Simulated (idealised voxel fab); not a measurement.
process module | voxel gate over fins
cross-section cut | 255 nm wide | cells 5 nm
A cross-section is a grid of square cells, given in bands from the top down. A band is one or more rows of cells.
Each band's line starts with the height of the band's top and of its bottom, in nm. Then come its materials from left to right, each with its width in nm. One material with "throughout" fills the band from edge to edge. "air" is empty space.
Height 0 is the level under which the wafer as received is all one material. The lowest band goes on downwards, as in "0 down".
A width such as "30 to 40" changes by the same amount from each row of cells to the next, from the band's top row to its bottom row.
"no change" after a step means that no cell of the cross-section changed.
closed voids: empty space of 8 cells or more with no open way to the top, each as width x height at its distance from the left edge, in nm
after a step's settings: what the simulator itself notes on the step
overlay nm, on a step with a mask: how far to the right of its planned place the mask lay; to the left if negative
plan
1 op RECEIVE | material Si
2 op CONFORMAL_DEP | material SiN | thk nm 10
3 op MASKED_ETCH | tone cover | mask id FINS | width nm 15 | pitch nm 45 | etch materials SiN | depth nm 10 | overlay nm 0
4 op MASKED_ETCH | tone cover | mask id FINS | width nm 15 | pitch nm 45 | etch materials Si | depth nm 30 | overlay nm 0
5 op OXIDIZE | depth nm 5
6 op FILL_DEP | material SiO2 | thk nm 10
7 op CMP | height nm 10
8 op SELECTIVE_ETCH | etch materials SiO2 | depth nm 25
9 op STRIP | etch materials SiN
10 op CONFORMAL_DEP | material HfO2 | thk nm 5
11 op CONFORMAL_DEP | material TiN | thk nm 5
12 op FILL_DEP | material W | thk nm 15
13 op CMP | height nm 20
14 op CONFORMAL_DEP | material SiN | thk nm 10
as received, after step 1
  0 down: Si throughout
  closed voids: none
first wafer at the end, as planned
  30 to 20: SiN throughout
  20 to 10: W throughout
  10 to 5: W 90 | TiN 25 | W 20 | TiN 25 | W 95
  5 to 0: W 90 | TiN 5 | HfO2 15 | TiN 5 | W 20 | TiN 5 | HfO2 15 | TiN 5 | W 95
  0 to -5: W 90 | TiN 5 | HfO2 5 | Si 5 | HfO2 5 | TiN 5 | W 20 | TiN 5 | HfO2 5 | Si 5 | HfO2 5 | TiN 5 | W 95
  -5 to -10: TiN 95 | HfO2 5 | Si 5 | HfO2 5 | TiN 30 | HfO2 5 | Si 5 | HfO2 5 | TiN 100
  -10 to -15: HfO2 100 | Si 5 | HfO2 40 | Si 5 | HfO2 105
  -15 to -35: SiO2 100 | Si 5 | SiO2 40 | Si 5 | SiO2 105
  -35 down: Si throughout
  closed voids: none
second wafer at the end: like start, like plan, one mistake
  30 to 20: SiN throughout
  20 to 10: W throughout
  10 to 5: W 90 | TiN 25 | W 20 | TiN 25 | W 95
  5 to 0: W 90 | TiN 5 | HfO2 15 | TiN 5 | W 20 | TiN 5 | HfO2 15 | TiN 5 | W 95
  0 to -5: W 90 | TiN 5 | HfO2 5 | Si 5 | HfO2 5 | TiN 5 | W 20 | TiN 5 | HfO2 5 | Si 5 | HfO2 5 | TiN 5 | W 95
  -5 to -10: TiN 95 | HfO2 5 | Si 5 | HfO2 5 | TiN 30 | HfO2 5 | Si 5 | HfO2 5 | TiN 100
  -10 to -15: HfO2 100 | Si 5 | HfO2 40 | Si 5 | HfO2 105
  -15 to -25: SiO2 100 | Si 5 | SiO2 40 | Si 5 | SiO2 105
  -25 down: Si throughout
  closed voids: none
what went wrong: step 4 ran as: op MASKED_ETCH | tone cover | mask id FINS | width nm 15 | pitch nm 45 | etch materials Si | depth nm 20 | overlay nm 0
at the end the second wafer has, in cells: 98 more of Si | 98 fewer of SiO2
